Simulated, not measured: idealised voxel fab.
The document below concerns the process module designated voxel released beams.
Shown is cross-section cut, with a width of 155 nm and square cells of size 5 nm.
Cross-section layout: square cells on a grid; listed as bands, top to bottom; a band spans one or more cell rows.
What a band's entry tells you: where the top is and where the bottom is, as heights in nm, and after that what lies inside, material by material from left to right, each with its width in nm. Empty space is written as the word "empty", and a single material marked with the word "throughout" occupies the band from edge to edge.
Heights are measured from 0, the level below which the as-received wafer is all one material; the lowest band has no bottom and continues downward, written as in "0 and below".
Quick explanation for "30->40": the width changes in equal steps down the rows of cells, from the first number in the band's top row to the second number in its bottom row.
Step marked "remained unchanged"? Then no cell in the cross-section changed in it.
If an empty space has no open way to the top and is at least 8 cells in size, "Voids, sealed" lists it, written width x height at distance, where distance is measured from the left edge and every value is in nm.
Where a step's line continues beyond its settings, the continuation is a remark by the simulator itself on that step.
overlay nm: step with mask; distance mask lay right of planned place; negative value = left of planned place.

**Below is the list of planned process steps**
1) RECEIVE,material Si
2) CONFORMAL_DEP,material SiN,thk nm 10
3) DIRECTIONAL_DEP,material SiO2,thk nm 20
4) MASKED_ETCH,tone open,mask id ANCHOR,width nm 45,etch materials SiO2,depth nm 20,overlay nm 0
5) CONFORMAL_DEP,material polySi,thk nm 15
6) PATTERN,tone cover,mask id BEAM,material resist,width nm 100,thk nm 15,overlay nm 0
7) DIRECTIONAL_ETCH,etch materials polySi,depth nm 15
8) STRIP,etch materials resist
9) STRIP,etch materials SiO2

**Cross-sectional view of the wafer in its as-received condition, corresponding to the state after step 1**
- 0 and below | Si throughout
- Voids, sealed: none

**One mistake in running the module, otherwise start and plan as above: cross-section at the end**
- 45 down to 30 | empty=25, polySi=100, empty=30
- 30 down to 20 | SiN throughout
- 20 down to 0 | SiO2 throughout
- 0 and below | Si throughout
- Voids, sealed: none
Where did the run depart from the plan? note: step 2 <-> step 3, run order reversed vs plan
